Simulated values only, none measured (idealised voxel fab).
This section sets out a process module, namely voxel tone inversion.
Square cell edge 5 nm, section width 175 nm, ID cut.
Each cross-section below is a grid of square cells, stated as bands in top-down order, with one or more rows of cells making up each band.
Look at the band entry: it leads with the top's height and the bottom's height in nm. Then it lists the materials left to right, with a width in nm for each. The word "throughout" on a single material says that material fills the band edge to edge. The word "empty" is empty space.
Height 0 is the level under which the wafer as received is all one material. The lowest band goes on downwards, as in "z 0 and below".
Per-row width for "30->40": begins at first number (top row of band), ends at second number (bottom row), increment between rows held constant.
Basically "nothing was modified" means that step didn't change any cell in the cross-section.
Entry "Closed cavity list" = empty spaces >= 8 cells with no open way to the top; each as width x height at distance, distance from left edge, all nm.
Step line, after settings: the simulator's comment on this step.
For masked steps, "overlay nm" on the step line gives how far right of plan the mask actually lay; a minus sign means it lay to the left.

Steps in the process plan:
1. RECEIVE: material Si
2. CONFORMAL_DEP: material SiN, thk nm 5
3. DIRECTIONAL_DEP: material aC, thk nm 15
4. PATTERN: tone cover, mask id POSTS, material resist, width nm 25, pitch nm 55, thk nm 20, overlay nm 0
5. DIRECTIONAL_ETCH: etch materials aC, depth nm 15
6. STRIP: etch materials resist
7. FILL_DEP: material lowk, thk nm 5
8. CMP: height nm 20
9. STRIP: etch materials aC
10. CONFORMAL_DEP: material TiN, thk nm 5
11. FILL_DEP: material Ru, thk nm 5
12. CMP: height nm 20
13. CONFORMAL_DEP: material SiCN, thk nm 5

So this is the incoming wafer in cross-section - it's already been through step 1:
* z 0 and below: Si throughout
* Closed cavity list: none

Starting structure and process plan are as shown above, but one mistake was made in running the module; the wafer cross-section at the end of the module follows:
* z 20 to 15: SiCN throughout
* z 15 to 10: lowk 20 nm, TiN 5 nm, Ru 15 nm, TiN 5 nm, lowk 30 nm, TiN 5 nm, Ru 15 nm, TiN 5 nm, lowk 30 nm, TiN 5 nm, Ru 15 nm, TiN 5 nm, lowk 20 nm
* z 10 to 5: lowk 20 nm, TiN 25 nm, lowk 30 nm, TiN 25 nm, lowk 30 nm, TiN 25 nm, lowk 20 nm
* z 5 to 0: SiN throughout
* z 0 and below: Si throughout
* Closed cavity list: none
Nonconformance to the process plan: step 12: run off-plan, actual operation and settings CMP: height nm 15
